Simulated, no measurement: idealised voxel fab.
process module | voxel ribs on slabs
cross-section cut | 290 nm wide | cells 5 nm
A cross-section is a grid of square cells, given in bands from the top down. A band is one or more rows of cells.
Each band's line starts with the height of the band's top and of its bottom, in nm. Then come its materials from left to right, each with its width in nm. One material with "throughout" fills the band from edge to edge. "air" is empty space.
Height 0 is the level under which the wafer as received is all one material. The lowest band goes on downwards, as in "0 down".
A width such as "30 to 40" changes by the same amount from each row of cells to the next, from the band's top row to its bottom row.
"no change" after a step means that no cell of the cross-section changed.
closed voids: empty space of 8 cells or more with no open way to the top, each as width x height at its distance from the left edge, in nm
after a step's settings: what the simulator itself notes on the step
overlay nm, on a step with a mask: how far to the right of its planned place the mask lay; to the left if negative
plan
1 op RECEIVE | material Si
2 op DIRECTIONAL_DEP | material SiO2 | thk nm 20
3 op DIRECTIONAL_DEP | material polySi | thk nm 15
4 op MASKED_ETCH | tone cover | mask id RIB | width nm 15 | etch materials polySi | depth nm 10 | overlay nm 0
5 op MASKED_ETCH | tone cover | mask id SLAB | width nm 60 | etch materials polySi | depth nm 5 | overlay nm 0
6 op FILL_DEP | material SiO2 | thk nm 25
7 op CMP | height nm 55
8 op DIRECTIONAL_DEP | material TiN | thk nm 10
9 op DIRECTIONAL_DEP | material aC | thk nm 15
10 op PATTERN | tone cover | mask id HEATER | material resist | width nm 30 | thk nm 30 | overlay nm 0
11 op DIRECTIONAL_ETCH | etch materials aC | depth nm 15
12 op STRIP | etch materials resist
13 op DIRECTIONAL_ETCH | etch materials TiN | depth nm 10
14 op STRIP | etch materials aC
15 op CONFORMAL_DEP | material SiO2 | thk nm 5
varied across the wafers: width nm of step 4. The plan shows the first wafer's value. All wafers start alike
first wafer as received, after step 1
  0 down: Si throughout
  closed voids: none
each wafer at the end: cells of each material gained (+) or lost (-) since it was received, then its closed voids
width nm 15 | +682 SiO2 | +12 TiN | +18 polySi | closed voids: none
width nm 20 | +680 SiO2 | +12 TiN | +20 polySi | closed voids: none
width nm 25 | +678 SiO2 | +12 TiN | +22 polySi | closed voids: none
width nm 30 | +676 SiO2 | +12 TiN | +24 polySi | closed voids: none
width nm 35 | +674 SiO2 | +12 TiN | +26 polySi | closed voids: none
